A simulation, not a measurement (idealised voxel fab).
Process module, titled voxel trench capacitor
We display cut, a cross-section 270 nm in width whose square cells are each 5 nm.
Cross-sections here: square-cell grids, written as top-down lists of bands, a band being one or more rows of cells. Each band's line starts with the height of the band's top and of its bottom, in nm. Then come its materials from left to right, each with its width in nm. One material with "everywhere" fills the band from edge to edge. "blank" is empty space. A quick word on heights: they are counted from 0, and under that level the wafer as it came to us is one material throughout. The lowest band is different from the rest in having no bottom; it simply continues downward, written as in "0..down". Width spec "30->40" -> top row of cells at first value, bottom row at second value, equal per-row change in between. What does "remains unaltered" mean for a step? It means no cell of the cross-section changed in that step. Heads up: "Voids, fully enclosed" only lists the empty pockets with no open path to the top that are 8 cells or more, and it writes them as width x height at distance, distance from the left edge, in nm. Step line, after settings: the simulator's comment on this step. "overlay nm" denotes, for a step that has a mask, the displacement of the mask to the right of its planned place, with negative values corresponding to the left.

The steps planned for the process are as follows
1) RECEIVE,material Si
2) CONFORMAL_DEP,material SiN,thk nm 10
3) DIRECTIONAL_DEP,material aC,thk nm 15
4) PATTERN,tone open,mask id TRENCH,material resist,width nm 25,pitch nm 40,thk nm 35,overlay nm 0
5) DIRECTIONAL_ETCH,etch materials aC,depth nm 15
6) STRIP,etch materials resist
7) DIRECTIONAL_ETCH,etch materials SiN,depth nm 10
8) DIRECTIONAL_ETCH,etch materials Si,depth nm 30
9) STRIP,etch materials aC
10) CONFORMAL_DEP,material HfO2,thk nm 5
11) CONFORMAL_DEP,material TiN,thk nm 5
12) FILL_DEP,material W,thk nm 5
13) CMP,height nm 10

Cross-section of the wafer at receipt, which is the condition after step 1
  0..down = Si everywhere
  Voids, fully enclosed: none

Module complete - cross-section of the first of two wafers, run according to plan
  10..0 = 80 nm SiN  5 nm HfO2  5 nm TiN  5 nm W  5 nm TiN  5 nm HfO2  15 nm SiN  5 nm HfO2  5 nm TiN  5 nm W  5 nm TiN  5 nm HfO2  15 nm SiN  5 nm HfO2  5 nm TiN  5 nm W  5 nm TiN  5 nm HfO2  85 nm SiN
  0..-20 = 80 nm Si  5 nm HfO2  5 nm TiN  5 nm W  5 nm TiN  5 nm HfO2  15 nm Si  5 nm HfO2  5 nm TiN  5 nm W  5 nm TiN  5 nm HfO2  15 nm Si  5 nm HfO2  5 nm TiN  5 nm W  5 nm TiN  5 nm HfO2  85 nm Si
  -20..-25 = 80 nm Si  5 nm HfO2  15 nm TiN  5 nm HfO2  15 nm Si  5 nm HfO2  15 nm TiN  5 nm HfO2  15 nm Si  5 nm HfO2  15 nm TiN  5 nm HfO2  85 nm Si
  -25..-30 = 80 nm Si  25 nm HfO2  15 nm Si  25 nm HfO2  15 nm Si  25 nm HfO2  85 nm Si
  -30..down = Si everywhere
  Voids, fully enclosed: none

Cross-section, second wafer: same start as the first, same plan as the first, one mistake in running it; taken at the end of the module
  10..0 = 70 nm W  5 nm TiN  5 nm HfO2  25 nm SiN  5 nm HfO2  5 nm TiN  5 nm HfO2  25 nm SiN  5 nm HfO2  5 nm TiN  5 nm HfO2  25 nm SiN  5 nm HfO2  5 nm TiN  75 nm W
  0..-20 = 70 nm W  5 nm TiN  5 nm HfO2  25 nm Si  5 nm HfO2  5 nm TiN  5 nm HfO2  25 nm Si  5 nm HfO2  5 nm TiN  5 nm HfO2  25 nm Si  5 nm HfO2  5 nm TiN  75 nm W
  -20..-25 = 75 nm TiN  5 nm HfO2  25 nm Si  5 nm HfO2  5 nm TiN  5 nm HfO2  25 nm Si  5 nm HfO2  5 nm TiN  5 nm HfO2  25 nm Si  5 nm HfO2  80 nm TiN
  -25..-30 = 80 nm HfO2  25 nm Si  15 nm HfO2  25 nm Si  15 nm HfO2  25 nm Si  85 nm HfO2
  -30..down = Si everywhere
  Voids, fully enclosed: none
What went wrong in running the wafer? step 4 off recipe, ran as PATTERN,tone cover,mask id TRENCH,material resist,width nm 25,pitch nm 40,thk nm 35,overlay nm 0
In the final state, the cell counts of the second wafer exceed or fall short of those of the first for the following materials: +24 HfO2, -144 Si, -48 SiN, +12 TiN, +156 W
